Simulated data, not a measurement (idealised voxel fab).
Presented below is a process module, voxel fin reveal.
Shown is cross-section cut, with a width of 245 nm and square cells of size 5 nm.
A cross-section is a grid of square cells, given in bands from the top down. A band is one or more rows of cells. Each band's line starts with the height of the band's top and of its bottom, in nm. Then come its materials from left to right, each with its width in nm. One material with "all across" fills the band from edge to edge. "empty" is empty space. Where do heights start? At 0: under that level the wafer as delivered is made of one material only. And the lowest band has no floor; it just carries on downward, as in "top 0, no bottom". A width such as "30..40" changes by the same amount from each row of cells to the next, from the band's top row to its bottom row. Where the words "stayed the same" appear for a step, the cross-section shows no cell changed by that step; every cell remained as before. "Enclosed void entries" means: voids of 8 cells or more that are shut off from the top with no open way through. Written width x height at distance, distance from the left edge, in nm. Note: text after step settings on the step line = simulator remark on that step. "overlay nm" denotes, for a step that has a mask, the displacement of the mask to the right of its planned place, with negative values corresponding to the left.

[Process steps (planned)]
- 1: RECEIVE with material Si
- 2: CONFORMAL_DEP with material SiN, thk nm 10
- 3: PATTERN with tone cover, mask id FINS, material resist, width nm 15, pitch nm 40, thk nm 15, overlay nm 0
- 4: DIRECTIONAL_ETCH with etch materials SiN, depth nm 10
- 5: DIRECTIONAL_ETCH with etch materials Si, depth nm 40
- 6: STRIP with etch materials resist
- 7: OXIDIZE with depth nm 5
- 8: FILL_DEP with material SiO2, thk nm 10
- 9: CMP with height nm 10
- 10: SELECTIVE_ETCH with etch materials SiO2, depth nm 35
- 11: STRIP with etch materials SiN
- 12: CONFORMAL_DEP with material HfO2, thk nm 5

[Cross-section of the wafer as it came to us, i.e., already through step 1]
    top 0, no bottom: Si all across
    Enclosed void entries: none

[Post-module cross-section: identical start and plan to those above, one misstep in execution]
    top 5, bottom 0: HfO2 75 nm | empty 15 nm | HfO2 25 nm | empty 15 nm | HfO2 25 nm | empty 15 nm | HfO2 75 nm
    top 0, bottom -20: Si 70 nm | HfO2 5 nm | empty 15 nm | HfO2 5 nm | Si 15 nm | HfO2 5 nm | empty 15 nm | HfO2 5 nm | Si 15 nm | HfO2 5 nm | empty 15 nm | HfO2 5 nm | Si 70 nm
    top -20, bottom -25: Si 70 nm | HfO2 25 nm | Si 15 nm | HfO2 25 nm | Si 15 nm | HfO2 25 nm | Si 70 nm
    top -25, bottom -45: Si 70 nm | SiO2 25 nm | Si 15 nm | SiO2 25 nm | Si 15 nm | SiO2 25 nm | Si 70 nm
    top -45, no bottom: Si all across
    Enclosed void entries: none
Which mistake was made when the wafer was run? contrary to plan, step 3 was performed as PATTERN with tone open, mask id FINS, material resist, width nm 15, pitch nm 40, thk nm 15, overlay nm 0
